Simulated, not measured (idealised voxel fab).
process module | voxel transistor to metal
cross-section cut | 150 nm wide | cells 5 nm
A cross-section is a grid of square cells, given in bands from the top down. A band is one or more rows of cells.
Each band's line starts with the height of the band's top and of its bottom, in nm. Then come its materials from left to right, each with its width in nm. One material with "throughout" fills the band from edge to edge. "air" is empty space.
Height 0 is the level under which the wafer as received is all one material. The lowest band goes on downwards, as in "0 down".
A width such as "30 to 40" changes by the same amount from each row of cells to the next, from the band's top row to its bottom row.
"no change" after a step means that no cell of the cross-section changed.
closed voids: empty space of 8 cells or more with no open way to the top, each as width x height at its distance from the left edge, in nm
after a step's settings: what the simulator itself notes on the step
overlay nm, on a step with a mask: how far to the right of its planned place the mask lay; to the left if negative
plan
1 op RECEIVE | material Si
2 op OXIDIZE | depth nm 5
3 op CONFORMAL_DEP | material SiN | thk nm 10
4 op PATTERN | tone cover | mask id ACTIVE | material resist | width nm 95 | thk nm 20 | overlay nm 0
5 op DIRECTIONAL_ETCH | etch materials SiN | depth nm 10
6 op DIRECTIONAL_ETCH | etch materials SiO2 | depth nm 5
7 op DIRECTIONAL_ETCH | etch materials Si | depth nm 35
8 op STRIP | etch materials resist
9 op FILL_DEP | material SiO2 | thk nm 5
10 op CMP | height nm 10
11 op SELECTIVE_ETCH | etch materials SiO2 | depth nm 10
12 op STRIP | etch materials SiN
13 op SELECTIVE_ETCH | etch materials SiO2 | depth nm 5
14 op OXIDIZE | depth nm 5
15 op DIRECTIONAL_DEP | material polySi | thk nm 30
16 op DIRECTIONAL_DEP | material SiCN | thk nm 10
17 op MASKED_ETCH | tone cover | mask id GATE | width nm 25 | etch materials SiCN | depth nm 20 | overlay nm 0
18 op MASKED_ETCH | tone cover | mask id GATE | width nm 25 | etch materials polySi | depth nm 40 | overlay nm 0
19 op CONFORMAL_DEP | material SiO2 | thk nm 5
20 op DIRECTIONAL_ETCH | etch materials SiO2 | depth nm 5
21 op CONFORMAL_DEP | material SiN | thk nm 5
22 op DIRECTIONAL_ETCH | etch materials SiN | depth nm 5
23 op DIRECTIONAL_ETCH | etch materials SiO2 | depth nm 5
24 op DIRECTIONAL_ETCH | etch materials Si | depth nm 5
25 op EPI | material SiGe | thk nm 10
26 op FILL_DEP | material SiO2 | thk nm 10
27 op CMP | height nm 25
28 op STRIP | etch materials polySi
29 op SELECTIVE_ETCH | etch materials SiO2 | depth nm 5
30 op CONFORMAL_DEP | material HfO2 | thk nm 5
31 op CONFORMAL_DEP | material TiN | thk nm 5
32 op FILL_DEP | material W | thk nm 10
33 op CMP | height nm 20
34 op DIRECTIONAL_DEP | material SiO2 | thk nm 15
35 op MASKED_ETCH | tone open | mask id CONTACT | width nm 15 | pitch nm 70 | etch materials SiO2 | depth nm 40 | overlay nm 0
36 op CONFORMAL_DEP | material TiN | thk nm 5
37 op FILL_DEP | material Ru | thk nm 10
38 op CMP | height nm 35
39 op CONFORMAL_DEP | material SiCN | thk nm 5
40 op DIRECTIONAL_DEP | material SiO2 | thk nm 20
41 op PATTERN | tone open | mask id METAL_1 | material resist | width nm 15 | pitch nm 70 | thk nm 15 | overlay nm 0
42 op DIRECTIONAL_ETCH | etch materials SiO2 | depth nm 20
43 op DIRECTIONAL_ETCH | etch materials SiCN | depth nm 5
44 op STRIP | etch materials resist
45 op CONFORMAL_DEP | material TiN | thk nm 5
46 op FILL_DEP | material Cu | thk nm 10
47 op CMP | height nm 60
48 op CONFORMAL_DEP | material SiN | thk nm 5
first wafer, as planned
as received, after step 1
  0 down: Si throughout
  closed voids: none
after step 2
  0 to -5: SiO2 throughout
  below -5: unchanged
after step 3
  10 to 0: SiN throughout
  below 0: unchanged
after step 4
  30 to 10: air 25 | resist 95 | air 30
  below 10: unchanged
after step 5
  30 to 10: air 25 | resist 95 | air 30
  10 to 0: air 25 | SiN 95 | air 30
  below 0: unchanged
after step 6
  30 to 10: air 25 | resist 95 | air 30
  10 to 0: air 25 | SiN 95 | air 30
  0 to -5: air 25 | SiO2 95 | air 30
  below -5: unchanged
after step 7
  30 to 10: air 25 | resist 95 | air 30
  10 to 0: air 25 | SiN 95 | air 30
  0 to -5: air 25 | SiO2 95 | air 30
  -5 to -40: air 25 | Si 95 | air 30
  below -40: unchanged
after step 8
  10 to 0: air 25 | SiN 95 | air 30
  below 0: unchanged
after step 9
  15 to 10: SiO2 throughout
  10 to 0: SiO2 25 | SiN 95 | SiO2 30
  0 to -5: SiO2 throughout
  -5 to -40: SiO2 25 | Si 95 | SiO2 30
  below -40: unchanged
after step 10
  10 to 0: SiO2 25 | SiN 95 | SiO2 30
  below 0: unchanged
after step 11
  10 to 0: air 25 | SiN 95 | air 30
  below 0: unchanged
after step 12
  0 to -5: SiO2 throughout
  below -5: unchanged
after step 13
  -5 to -40: SiO2 25 | Si 95 | SiO2 30
  below -40: unchanged
after step 14
  -5 to -10: SiO2 throughout
  below -10: unchanged
after step 15
  25 to -5: polySi throughout
  below -5: unchanged
after step 16
  35 to 25: SiCN throughout
  below 25: unchanged
after step 17
  35 to 25: air 60 | SiCN 25 | air 65
  below 25: unchanged
after step 18
  35 to 25: air 60 | SiCN 25 | air 65
  25 to -5: air 60 | polySi 25 | air 65
  below -5: unchanged
after step 19
  40 to 35: air 55 | SiO2 35 | air 60
  35 to 25: air 55 | SiO2 5 | SiCN 25 | SiO2 5 | air 60
  25 to 0: air 55 | SiO2 5 | polySi 25 | SiO2 5 | air 60
  0 to -5: SiO2 60 | polySi 25 | SiO2 65
  below -5: unchanged
after step 20
  35 to 25: air 55 | SiO2 5 | SiCN 25 | SiO2 5 | air 60
  25 to -5: air 55 | SiO2 5 | polySi 25 | SiO2 5 | air 60
  below -5: unchanged
after step 21
  40 to 35: air 50 | SiN 45 | air 55
  35 to 25: air 50 | SiN 5 | SiO2 5 | SiCN 25 | SiO2 5 | SiN 5 | air 55
  25 to 0: air 50 | SiN 5 | SiO2 5 | polySi 25 | SiO2 5 | SiN 5 | air 55
  0 to -5: SiN 55 | SiO2 5 | polySi 25 | SiO2 5 | SiN 60
  below -5: unchanged
after step 22
  35 to 25: air 50 | SiN 5 | SiO2 5 | SiCN 25 | SiO2 5 | SiN 5 | air 55
  25 to -5: air 50 | SiN 5 | SiO2 5 | polySi 25 | SiO2 5 | SiN 5 | air 55
  below -5: unchanged
after step 23
  35 to 30: air 50 | SiN 5 | air 5 | SiCN 25 | air 5 | SiN 5 | air 55
  30 to 25: air 50 | SiN 5 | SiO2 5 | SiCN 25 | SiO2 5 | SiN 5 | air 55
  25 to -5: air 50 | SiN 5 | SiO2 5 | polySi 25 | SiO2 5 | SiN 5 | air 55
  -5 to -10: air 50 | SiO2 45 | air 55
  below -10: unchanged
after step 24
  35 to 30: air 50 | SiN 5 | air 5 | SiCN 25 | air 5 | SiN 5 | air 55
  30 to 25: air 50 | SiN 5 | SiO2 5 | SiCN 25 | SiO2 5 | SiN 5 | air 55
  25 to -5: air 50 | SiN 5 | SiO2 5 | polySi 25 | SiO2 5 | SiN 5 | air 55
  -5 to -10: air 50 | SiO2 45 | air 55
  -10 to -15: SiO2 25 | air 25 | Si 45 | air 25 | SiO2 30
  below -15: unchanged
after step 25
  35 to 30: air 50 | SiN 5 | air 5 | SiCN 25 | air 5 | SiN 5 | air 55
  30 to 25: air 50 | SiN 5 | SiO2 5 | SiCN 25 | SiO2 5 | SiN 5 | air 55
  25 to 0: air 50 | SiN 5 | SiO2 5 | polySi 25 | SiO2 5 | SiN 5 | air 55
  0 to -5: air 40 | SiGe 10 | SiN 5 | SiO2 5 | polySi 25 | SiO2 5 | SiN 5 | SiGe 10 | air 45
  -5 to -10: air 20 | SiGe 30 | SiO2 45 | SiGe 30 | air 25
  -10 to -15: SiO2 25 | SiGe 25 | Si 45 | SiGe 25 | SiO2 30
  below -15: unchanged
after step 26
  45 to 35: SiO2 throughout
  35 to 25: SiO2 50 | SiN 5 | SiO2 5 | SiCN 25 | SiO2 5 | SiN 5 | SiO2 55
  25 to 0: SiO2 50 | SiN 5 | SiO2 5 | polySi 25 | SiO2 5 | SiN 5 | SiO2 55
  0 to -5: SiO2 40 | SiGe 10 | SiN 5 | SiO2 5 | polySi 25 | SiO2 5 | SiN 5 | SiGe 10 | SiO2 45
  -5 to -10: SiO2 20 | SiGe 30 | SiO2 45 | SiGe 30 | SiO2 25
  below -10: unchanged
after step 27
  25 to 0: SiO2 50 | SiN 5 | SiO2 5 | polySi 25 | SiO2 5 | SiN 5 | SiO2 55
  below 0: unchanged
after step 28
  25 to 0: SiO2 50 | SiN 5 | SiO2 5 | air 25 | SiO2 5 | SiN 5 | SiO2 55
  0 to -5: SiO2 40 | SiGe 10 | SiN 5 | SiO2 5 | air 25 | SiO2 5 | SiN 5 | SiGe 10 | SiO2 45
  below -5: unchanged
after step 29
  25 to 20: air 50 | SiN 5 | air 35 | SiN 5 | air 55
  20 to 0: SiO2 50 | SiN 5 | air 35 | SiN 5 | SiO2 55
  0 to -5: SiO2 40 | SiGe 10 | SiN 5 | air 35 | SiN 5 | SiGe 10 | SiO2 45
  -5 to -10: SiO2 20 | SiGe 30 | SiO2 5 | air 35 | SiO2 5 | SiGe 30 | SiO2 25
  below -10: unchanged
after step 30
  30 to 25: air 45 | HfO2 15 | air 25 | HfO2 15 | air 50
  25 to 20: HfO2 50 | SiN 5 | HfO2 5 | air 25 | HfO2 5 | SiN 5 | HfO2 55
  20 to 0: SiO2 50 | SiN 5 | HfO2 5 | air 25 | HfO2 5 | SiN 5 | SiO2 55
  0 to -5: SiO2 40 | SiGe 10 | SiN 5 | HfO2 5 | air 25 | HfO2 5 | SiN 5 | SiGe 10 | SiO2 45
  -5 to -10: SiO2 20 | SiGe 30 | SiO2 5 | HfO2 35 | SiO2 5 | SiGe 30 | SiO2 25
  below -10: unchanged
after step 31
  35 to 30: air 40 | TiN 25 | air 15 | TiN 25 | air 45
  30 to 25: TiN 45 | HfO2 15 | TiN 5 | air 15 | TiN 5 | HfO2 15 | TiN 50
  25 to 20: HfO2 50 | SiN 5 | HfO2 5 | TiN 5 | air 15 | TiN 5 | HfO2 5 | SiN 5 | HfO2 55
  20 to 0: SiO2 50 | SiN 5 | HfO2 5 | TiN 5 | air 15 | TiN 5 | HfO2 5 | SiN 5 | SiO2 55
  0 to -5: SiO2 40 | SiGe 10 | SiN 5 | HfO2 5 | TiN 25 | HfO2 5 | SiN 5 | SiGe 10 | SiO2 45
  below -5: unchanged
after step 32
  45 to 35: W throughout
  35 to 30: W 40 | TiN 25 | W 15 | TiN 25 | W 45
  30 to 25: TiN 45 | HfO2 15 | TiN 5 | W 15 | TiN 5 | HfO2 15 | TiN 50
  25 to 20: HfO2 50 | SiN 5 | HfO2 5 | TiN 5 | W 15 | TiN 5 | HfO2 5 | SiN 5 | HfO2 55
  20 to 0: SiO2 50 | SiN 5 | HfO2 5 | TiN 5 | W 15 | TiN 5 | HfO2 5 | SiN 5 | SiO2 55
  below 0: unchanged
after step 33
  20 to 0: SiO2 50 | SiN 5 | HfO2 5 | TiN 5 | W 15 | TiN 5 | HfO2 5 | SiN 5 | SiO2 55
  below 0: unchanged
after step 34
  35 to 20: SiO2 throughout
  below 20: unchanged
after step 35
  35 to 20: SiO2 30 | air 15 | SiO2 55 | air 15 | SiO2 35
  20 to 0: SiO2 30 | air 15 | SiO2 5 | SiN 5 | HfO2 5 | TiN 5 | W 15 | TiN 5 | HfO2 5 | SiN 5 | SiO2 5 | air 15 | SiO2 35
  0 to -5: SiO2 30 | air 10 | SiGe 10 | SiN 5 | HfO2 5 | TiN 25 | HfO2 5 | SiN 5 | SiGe 10 | air 10 | SiO2 35
  below -5: unchanged
after step 36
  40 to 35: TiN 35 | air 5 | TiN 65 | air 5 | TiN 40
  35 to 20: SiO2 30 | TiN 5 | air 5 | TiN 5 | SiO2 55 | TiN 5 | air 5 | TiN 5 | SiO2 35
  20 to 5: SiO2 30 | TiN 5 | air 5 | TiN 5 | SiO2 5 | SiN 5 | HfO2 5 | TiN 5 | W 15 | TiN 5 | HfO2 5 | SiN 5 | SiO2 5 | TiN 5 | air 5 | TiN 5 | SiO2 35
  5 to 0: SiO2 30 | TiN 15 | SiO2 5 | SiN 5 | HfO2 5 | TiN 5 | W 15 | TiN 5 | HfO2 5 | SiN 5 | SiO2 5 | TiN 15 | SiO2 35
  0 to -5: SiO2 30 | TiN 10 | SiGe 10 | SiN 5 | HfO2 5 | TiN 25 | HfO2 5 | SiN 5 | SiGe 10 | TiN 10 | SiO2 35
  below -5: unchanged
after step 37
  50 to 40: Ru throughout
  40 to 35: TiN 35 | Ru 5 | TiN 65 | Ru 5 | TiN 40
  35 to 20: SiO2 30 | TiN 5 | Ru 5 | TiN 5 | SiO2 55 | TiN 5 | Ru 5 | TiN 5 | SiO2 35
  20 to 5: SiO2 30 | TiN 5 | Ru 5 | TiN 5 | SiO2 5 | SiN 5 | HfO2 5 | TiN 5 | W 15 | TiN 5 | HfO2 5 | SiN 5 | SiO2 5 | TiN 5 | Ru 5 | TiN 5 | SiO2 35
  below 5: unchanged
after step 38
  35 to 20: SiO2 30 | TiN 5 | Ru 5 | TiN 5 | SiO2 55 | TiN 5 | Ru 5 | TiN 5 | SiO2 35
  below 20: unchanged
after step 39
  40 to 35: SiCN throughout
  below 35: unchanged
after step 40
  60 to 40: SiO2 throughout
  below 40: unchanged
after step 41
  75 to 60: resist 30 | air 15 | resist 55 | air 15 | resist 35
  below 60: unchanged
after step 42
  75 to 60: resist 30 | air 15 | resist 55 | air 15 | resist 35
  60 to 40: SiO2 30 | air 15 | SiO2 55 | air 15 | SiO2 35
  below 40: unchanged
after step 43
  75 to 60: resist 30 | air 15 | resist 55 | air 15 | resist 35
  60 to 40: SiO2 30 | air 15 | SiO2 55 | air 15 | SiO2 35
  40 to 35: SiCN 30 | air 15 | SiCN 55 | air 15 | SiCN 35
  below 35: unchanged
after step 44
  60 to 40: SiO2 30 | air 15 | SiO2 55 | air 15 | SiO2 35
  below 40: unchanged
after step 45
  65 to 60: TiN 35 | air 5 | TiN 65 | air 5 | TiN 40
  60 to 40: SiO2 30 | TiN 5 | air 5 | TiN 5 | SiO2 55 | TiN 5 | air 5 | TiN 5 | SiO2 35
  40 to 35: SiCN 30 | TiN 15 | SiCN 55 | TiN 15 | SiCN 35
  below 35: unchanged
after step 46
  75 to 65: Cu throughout
  65 to 60: TiN 35 | Cu 5 | TiN 65 | Cu 5 | TiN 40
  60 to 40: SiO2 30 | TiN 5 | Cu 5 | TiN 5 | SiO2 55 | TiN 5 | Cu 5 | TiN 5 | SiO2 35
  below 40: unchanged
after step 47
  60 to 40: SiO2 30 | TiN 5 | Cu 5 | TiN 5 | SiO2 55 | TiN 5 | Cu 5 | TiN 5 | SiO2 35
  below 40: unchanged
after step 48
  65 to 60: SiN throughout
  below 60: unchanged
second wafer: like start, like plan, one mistake. Through step 3 it matches the first wafer
when step 4 should have ended
  30 to 10: air 30 | resist 90 | air 30
  below 10: unchanged
when step 5 should have ended
  30 to 10: air 30 | resist 90 | air 30
  10 to 0: air 30 | SiN 90 | air 30
  below 0: unchanged
when step 6 should have ended
  30 to 10: air 30 | resist 90 | air 30
  10 to 0: air 30 | SiN 90 | air 30
  0 to -5: air 30 | SiO2 90 | air 30
  below -5: unchanged
when step 7 should have ended
  30 to 10: air 30 | resist 90 | air 30
  10 to 0: air 30 | SiN 90 | air 30
  0 to -5: air 30 | SiO2 90 | air 30
  -5 to -40: air 30 | Si 90 | air 30
  below -40: unchanged
when step 8 should have ended
  10 to 0: air 30 | SiN 90 | air 30
  below 0: unchanged
when step 9 should have ended
  15 to 10: SiO2 throughout
  10 to 0: SiO2 30 | SiN 90 | SiO2 30
  0 to -5: SiO2 throughout
  -5 to -40: SiO2 30 | Si 90 | SiO2 30
  below -40: unchanged
when step 10 should have ended
  10 to 0: SiO2 30 | SiN 90 | SiO2 30
  below 0: unchanged
when step 11 should have ended
  10 to 0: air 30 | SiN 90 | air 30
  below 0: unchanged
when step 12 should have ended
  0 to -5: SiO2 throughout
  below -5: unchanged
when step 13 should have ended
  -5 to -40: SiO2 30 | Si 90 | SiO2 30
  below -40: unchanged
when step 14 should have ended
  -5 to -10: SiO2 throughout
  below -10: unchanged
when step 15 should have ended
  25 to -5: polySi throughout
  below -5: unchanged
when step 16 should have ended
  35 to 25: SiCN throughout
  below 25: unchanged
when step 17 should have ended
  35 to 25: air 60 | SiCN 25 | air 65
  below 25: unchanged
when step 18 should have ended
  35 to 25: air 60 | SiCN 25 | air 65
  25 to -5: air 60 | polySi 25 | air 65
  below -5: unchanged
when step 19 should have ended
  40 to 35: air 55 | SiO2 35 | air 60
  35 to 25: air 55 | SiO2 5 | SiCN 25 | SiO2 5 | air 60
  25 to 0: air 55 | SiO2 5 | polySi 25 | SiO2 5 | air 60
  0 to -5: SiO2 60 | polySi 25 | SiO2 65
  below -5: unchanged
when step 20 should have ended
  35 to 25: air 55 | SiO2 5 | SiCN 25 | SiO2 5 | air 60
  25 to -5: air 55 | SiO2 5 | polySi 25 | SiO2 5 | air 60
  below -5: unchanged
when step 21 should have ended
  40 to 35: air 50 | SiN 45 | air 55
  35 to 25: air 50 | SiN 5 | SiO2 5 | SiCN 25 | SiO2 5 | SiN 5 | air 55
  25 to 0: air 50 | SiN 5 | SiO2 5 | polySi 25 | SiO2 5 | SiN 5 | air 55
  0 to -5: SiN 55 | SiO2 5 | polySi 25 | SiO2 5 | SiN 60
  below -5: unchanged
when step 22 should have ended
  35 to 25: air 50 | SiN 5 | SiO2 5 | SiCN 25 | SiO2 5 | SiN 5 | air 55
  25 to -5: air 50 | SiN 5 | SiO2 5 | polySi 25 | SiO2 5 | SiN 5 | air 55
  below -5: unchanged
when step 23 should have ended
  35 to 30: air 50 | SiN 5 | air 5 | SiCN 25 | air 5 | SiN 5 | air 55
  30 to 25: air 50 | SiN 5 | SiO2 5 | SiCN 25 | SiO2 5 | SiN 5 | air 55
  25 to -5: air 50 | SiN 5 | SiO2 5 | polySi 25 | SiO2 5 | SiN 5 | air 55
  -5 to -10: air 50 | SiO2 45 | air 55
  below -10: unchanged
when step 24 should have ended
  35 to 30: air 50 | SiN 5 | air 5 | SiCN 25 | air 5 | SiN 5 | air 55
  30 to 25: air 50 | SiN 5 | SiO2 5 | SiCN 25 | SiO2 5 | SiN 5 | air 55
  25 to -5: air 50 | SiN 5 | SiO2 5 | polySi 25 | SiO2 5 | SiN 5 | air 55
  -5 to -10: air 50 | SiO2 45 | air 55
  -10 to -15: SiO2 30 | air 20 | Si 45 | air 25 | SiO2 30
  below -15: unchanged
when step 25 should have ended
  35 to 30: air 50 | SiN 5 | air 5 | SiCN 25 | air 5 | SiN 5 | air 55
  30 to 25: air 50 | SiN 5 | SiO2 5 | SiCN 25 | SiO2 5 | SiN 5 | air 55
  25 to 0: air 50 | SiN 5 | SiO2 5 | polySi 25 | SiO2 5 | SiN 5 | air 55
  0 to -5: air 40 | SiGe 10 | SiN 5 | SiO2 5 | polySi 25 | SiO2 5 | SiN 5 | SiGe 10 | air 45
  -5 to -10: air 25 | SiGe 25 | SiO2 45 | SiGe 30 | air 25
  -10 to -15: SiO2 30 | SiGe 20 | Si 45 | SiGe 25 | SiO2 30
  below -15: unchanged
when step 26 should have ended
  45 to 35: SiO2 throughout
  35 to 25: SiO2 50 | SiN 5 | SiO2 5 | SiCN 25 | SiO2 5 | SiN 5 | SiO2 55
  25 to 0: SiO2 50 | SiN 5 | SiO2 5 | polySi 25 | SiO2 5 | SiN 5 | SiO2 55
  0 to -5: SiO2 40 | SiGe 10 | SiN 5 | SiO2 5 | polySi 25 | SiO2 5 | SiN 5 | SiGe 10 | SiO2 45
  -5 to -10: SiO2 25 | SiGe 25 | SiO2 45 | SiGe 30 | SiO2 25
  below -10: unchanged
when step 27 should have ended
  25 to 0: SiO2 50 | SiN 5 | SiO2 5 | polySi 25 | SiO2 5 | SiN 5 | SiO2 55
  below 0: unchanged
when step 28 should have ended
  25 to 0: SiO2 50 | SiN 5 | SiO2 5 | air 25 | SiO2 5 | SiN 5 | SiO2 55
  0 to -5: SiO2 40 | SiGe 10 | SiN 5 | SiO2 5 | air 25 | SiO2 5 | SiN 5 | SiGe 10 | SiO2 45
  below -5: unchanged
when step 29 should have ended
  25 to 20: air 50 | SiN 5 | air 35 | SiN 5 | air 55
  20 to 0: SiO2 50 | SiN 5 | air 35 | SiN 5 | SiO2 55
  0 to -5: SiO2 40 | SiGe 10 | SiN 5 | air 35 | SiN 5 | SiGe 10 | SiO2 45
  -5 to -10: SiO2 25 | SiGe 25 | SiO2 5 | air 35 | SiO2 5 | SiGe 30 | SiO2 25
  below -10: unchanged
when step 30 should have ended
  30 to 25: air 45 | HfO2 15 | air 25 | HfO2 15 | air 50
  25 to 20: HfO2 50 | SiN 5 | HfO2 5 | air 25 | HfO2 5 | SiN 5 | HfO2 55
  20 to 0: SiO2 50 | SiN 5 | HfO2 5 | air 25 | HfO2 5 | SiN 5 | SiO2 55
  0 to -5: SiO2 40 | SiGe 10 | SiN 5 | HfO2 5 | air 25 | HfO2 5 | SiN 5 | SiGe 10 | SiO2 45
  -5 to -10: SiO2 25 | SiGe 25 | SiO2 5 | HfO2 35 | SiO2 5 | SiGe 30 | SiO2 25
  below -10: unchanged
when step 31 should have ended
  35 to 30: air 40 | TiN 25 | air 15 | TiN 25 | air 45
  30 to 25: TiN 45 | HfO2 15 | TiN 5 | air 15 | TiN 5 | HfO2 15 | TiN 50
  25 to 20: HfO2 50 | SiN 5 | HfO2 5 | TiN 5 | air 15 | TiN 5 | HfO2 5 | SiN 5 | HfO2 55
  20 to 0: SiO2 50 | SiN 5 | HfO2 5 | TiN 5 | air 15 | TiN 5 | HfO2 5 | SiN 5 | SiO2 55
  0 to -5: SiO2 40 | SiGe 10 | SiN 5 | HfO2 5 | TiN 25 | HfO2 5 | SiN 5 | SiGe 10 | SiO2 45
  below -5: unchanged
when step 32 should have ended
  45 to 35: W throughout
  35 to 30: W 40 | TiN 25 | W 15 | TiN 25 | W 45
  30 to 25: TiN 45 | HfO2 15 | TiN 5 | W 15 | TiN 5 | HfO2 15 | TiN 50
  25 to 20: HfO2 50 | SiN 5 | HfO2 5 | TiN 5 | W 15 | TiN 5 | HfO2 5 | SiN 5 | HfO2 55
  20 to 0: SiO2 50 | SiN 5 | HfO2 5 | TiN 5 | W 15 | TiN 5 | HfO2 5 | SiN 5 | SiO2 55
  below 0: unchanged
when step 33 should have ended
  20 to 0: SiO2 50 | SiN 5 | HfO2 5 | TiN 5 | W 15 | TiN 5 | HfO2 5 | SiN 5 | SiO2 55
  below 0: unchanged
when step 34 should have ended
  35 to 20: SiO2 throughout
  below 20: unchanged
when step 35 should have ended
  35 to 20: SiO2 30 | air 15 | SiO2 55 | air 15 | SiO2 35
  20 to 0: SiO2 30 | air 15 | SiO2 5 | SiN 5 | HfO2 5 | TiN 5 | W 15 | TiN 5 | HfO2 5 | SiN 5 | SiO2 5 | air 15 | SiO2 35
  0 to -5: SiO2 30 | air 10 | SiGe 10 | SiN 5 | HfO2 5 | TiN 25 | HfO2 5 | SiN 5 | SiGe 10 | air 10 | SiO2 35
  below -5: unchanged
when step 36 should have ended
  40 to 35: TiN 35 | air 5 | TiN 65 | air 5 | TiN 40
  35 to 20: SiO2 30 | TiN 5 | air 5 | TiN 5 | SiO2 55 | TiN 5 | air 5 | TiN 5 | SiO2 35
  20 to 5: SiO2 30 | TiN 5 | air 5 | TiN 5 | SiO2 5 | SiN 5 | HfO2 5 | TiN 5 | W 15 | TiN 5 | HfO2 5 | SiN 5 | SiO2 5 | TiN 5 | air 5 | TiN 5 | SiO2 35
  5 to 0: SiO2 30 | TiN 15 | SiO2 5 | SiN 5 | HfO2 5 | TiN 5 | W 15 | TiN 5 | HfO2 5 | SiN 5 | SiO2 5 | TiN 15 | SiO2 35
  0 to -5: SiO2 30 | TiN 10 | SiGe 10 | SiN 5 | HfO2 5 | TiN 25 | HfO2 5 | SiN 5 | SiGe 10 | TiN 10 | SiO2 35
  below -5: unchanged
when step 37 should have ended
  50 to 40: Ru throughout
  40 to 35: TiN 35 | Ru 5 | TiN 65 | Ru 5 | TiN 40
  35 to 20: SiO2 30 | TiN 5 | Ru 5 | TiN 5 | SiO2 55 | TiN 5 | Ru 5 | TiN 5 | SiO2 35
  20 to 5: SiO2 30 | TiN 5 | Ru 5 | TiN 5 | SiO2 5 | SiN 5 | HfO2 5 | TiN 5 | W 15 | TiN 5 | HfO2 5 | SiN 5 | SiO2 5 | TiN 5 | Ru 5 | TiN 5 | SiO2 35
  below 5: unchanged
when step 38 should have ended
  35 to 20: SiO2 30 | TiN 5 | Ru 5 | TiN 5 | SiO2 55 | TiN 5 | Ru 5 | TiN 5 | SiO2 35
  below 20: unchanged
when step 39 should have ended
  40 to 35: SiCN throughout
  below 35: unchanged
when step 40 should have ended
  60 to 40: SiO2 throughout
  below 40: unchanged
when step 41 should have ended
  75 to 60: resist 30 | air 15 | resist 55 | air 15 | resist 35
  below 60: unchanged
when step 42 should have ended
  75 to 60: resist 30 | air 15 | resist 55 | air 15 | resist 35
  60 to 40: SiO2 30 | air 15 | SiO2 55 | air 15 | SiO2 35
  below 40: unchanged
when step 43 should have ended
  75 to 60: resist 30 | air 15 | resist 55 | air 15 | resist 35
  60 to 40: SiO2 30 | air 15 | SiO2 55 | air 15 | SiO2 35
  40 to 35: SiCN 30 | air 15 | SiCN 55 | air 15 | SiCN 35
  below 35: unchanged
when step 44 should have ended
  60 to 40: SiO2 30 | air 15 | SiO2 55 | air 15 | SiO2 35
  below 40: unchanged
when step 45 should have ended
  65 to 60: TiN 35 | air 5 | TiN 65 | air 5 | TiN 40
  60 to 40: SiO2 30 | TiN 5 | air 5 | TiN 5 | SiO2 55 | TiN 5 | air 5 | TiN 5 | SiO2 35
  40 to 35: SiCN 30 | TiN 15 | SiCN 55 | TiN 15 | SiCN 35
  below 35: unchanged
when step 46 should have ended
  75 to 65: Cu throughout
  65 to 60: TiN 35 | Cu 5 | TiN 65 | Cu 5 | TiN 40
  60 to 40: SiO2 30 | TiN 5 | Cu 5 | TiN 5 | SiO2 55 | TiN 5 | Cu 5 | TiN 5 | SiO2 35
  below 40: unchanged
when step 47 should have ended
  60 to 40: SiO2 30 | TiN 5 | Cu 5 | TiN 5 | SiO2 55 | TiN 5 | Cu 5 | TiN 5 | SiO2 35
  below 40: unchanged
when step 48 should have ended
  65 to 60: SiN throughout
  below 60: unchanged
what went wrong: step 4 ran as: op PATTERN | tone cover | mask id ACTIVE | material resist | width nm 90 | thk nm 20 | overlay nm 0
at the end the second wafer has, in cells: 5 fewer of Si | 2 fewer of SiGe | 7 more of SiO2
